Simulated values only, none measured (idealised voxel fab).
process module | voxel air gaps
cross-section cut | 155 nm wide | cells 5 nm
A cross-section is a grid of square cells, given in bands from the top down. A band is one or more rows of cells.
Each band's line starts with the height of the band's top and of its bottom, in nm. Then come its materials from left to right, each with its width in nm. One material with "throughout" fills the band from edge to edge. "air" is empty space.
Height 0 is the level under which the wafer as received is all one material. The lowest band goes on downwards, as in "0 down".
A width such as "30 to 40" changes by the same amount from each row of cells to the next, from the band's top row to its bottom row.
"no change" after a step means that no cell of the cross-section changed.
closed voids: empty space of 8 cells or more with no open way to the top, each as width x height at its distance from the left edge, in nm
after a step's settings: what the simulator itself notes on the step
overlay nm, on a step with a mask: how far to the right of its planned place the mask lay; to the left if negative
plan
1 op RECEIVE | material Si
2 op CONFORMAL_DEP | material SiO2 | thk nm 15
3 op CONFORMAL_DEP | material SiCN | thk nm 5
4 op DIRECTIONAL_DEP | material lowk | thk nm 40
5 op PATTERN | tone open | mask id LINES | material resist | width nm 15 | pitch nm 40 | thk nm 20 | overlay nm 0
6 op DIRECTIONAL_ETCH | etch materials lowk | depth nm 40
7 op STRIP | etch materials resist
8 op CONFORMAL_DEP | material TiN | thk nm 5
9 op FILL_DEP | material W | thk nm 10
10 op CMP | height nm 60
11 op EPI | material Ru | thk nm 10
12 op SELECTIVE_ETCH | etch materials lowk | depth nm 50
13 op CONFORMAL_DEP | material SiCN | thk nm 5
first wafer, as planned
as received, after step 1
  0 down: Si throughout
  closed voids: none
after step 2
  15 to 0: SiO2 throughout
  below 0: unchanged
after step 3
  20 to 15: SiCN throughout
  below 15: unchanged
after step 4
  60 to 20: lowk throughout
  below 20: unchanged
after step 5
  80 to 60: resist 30 | air 15 | resist 25 | air 15 | resist 25 | air 15 | resist 30
  below 60: unchanged
after step 6
  80 to 60: resist 30 | air 15 | resist 25 | air 15 | resist 25 | air 15 | resist 30
  60 to 20: lowk 30 | air 15 | lowk 25 | air 15 | lowk 25 | air 15 | lowk 30
  below 20: unchanged
after step 7
  60 to 20: lowk 30 | air 15 | lowk 25 | air 15 | lowk 25 | air 15 | lowk 30
  below 20: unchanged
after step 8
  65 to 60: TiN 35 | air 5 | TiN 35 | air 5 | TiN 35 | air 5 | TiN 35
  60 to 25: lowk 30 | TiN 5 | air 5 | TiN 5 | lowk 25 | TiN 5 | air 5 | TiN 5 | lowk 25 | TiN 5 | air 5 | TiN 5 | lowk 30
  25 to 20: lowk 30 | TiN 15 | lowk 25 | TiN 15 | lowk 25 | TiN 15 | lowk 30
  below 20: unchanged
after step 9
  75 to 65: W throughout
  65 to 60: TiN 35 | W 5 | TiN 35 | W 5 | TiN 35 | W 5 | TiN 35
  60 to 25: lowk 30 | TiN 5 | W 5 | TiN 5 | lowk 25 | TiN 5 | W 5 | TiN 5 | lowk 25 | TiN 5 | W 5 | TiN 5 | lowk 30
  below 25: unchanged
after step 10
  60 to 25: lowk 30 | TiN 5 | W 5 | TiN 5 | lowk 25 | TiN 5 | W 5 | TiN 5 | lowk 25 | TiN 5 | W 5 | TiN 5 | lowk 30
  below 25: unchanged
after step 11
  70 to 60: air 20 | Ru 35 | air 5 | Ru 35 | air 5 | Ru 35 | air 20
  below 60: unchanged
after step 12
  70 to 60: air 20 | Ru 35 | air 5 | Ru 35 | air 5 | Ru 35 | air 20
  60 to 25: air 30 | TiN 5 | W 5 | TiN 5 | air 25 | TiN 5 | W 5 | TiN 5 | air 25 | TiN 5 | W 5 | TiN 5 | air 30
  25 to 20: air 30 | TiN 15 | air 25 | TiN 15 | air 25 | TiN 15 | air 30
  below 20: unchanged
after step 13
  75 to 70: air 15 | SiCN 125 | air 15
  70 to 60: air 15 | SiCN 5 | Ru 35 | SiCN 5 | Ru 35 | SiCN 5 | Ru 35 | SiCN 5 | air 15
  60 to 55: air 15 | SiCN 15 | TiN 5 | W 5 | TiN 5 | SiCN 25 | TiN 5 | W 5 | TiN 5 | SiCN 25 | TiN 5 | W 5 | TiN 5 | SiCN 15 | air 15
  55 to 25: air 25 | SiCN 5 | TiN 5 | W 5 | TiN 5 | SiCN 5 | air 15 | SiCN 5 | TiN 5 | W 5 | TiN 5 | SiCN 5 | air 15 | SiCN 5 | TiN 5 | W 5 | TiN 5 | SiCN 5 | air 25
  25 to 20: SiCN 30 | TiN 15 | SiCN 25 | TiN 15 | SiCN 25 | TiN 15 | SiCN 30
  below 20: unchanged
  closed voids: 15 x 30 at 50; 15 x 30 at 90
second wafer: like start, like plan, one mistake. Through step 12 it matches the first wafer
when step 13 should have ended: no change
what went wrong: step 13 was left out
at the end the second wafer has, in cells: 107 fewer of SiCN
closed voids at the end (first wafer, second wafer): 2, 0
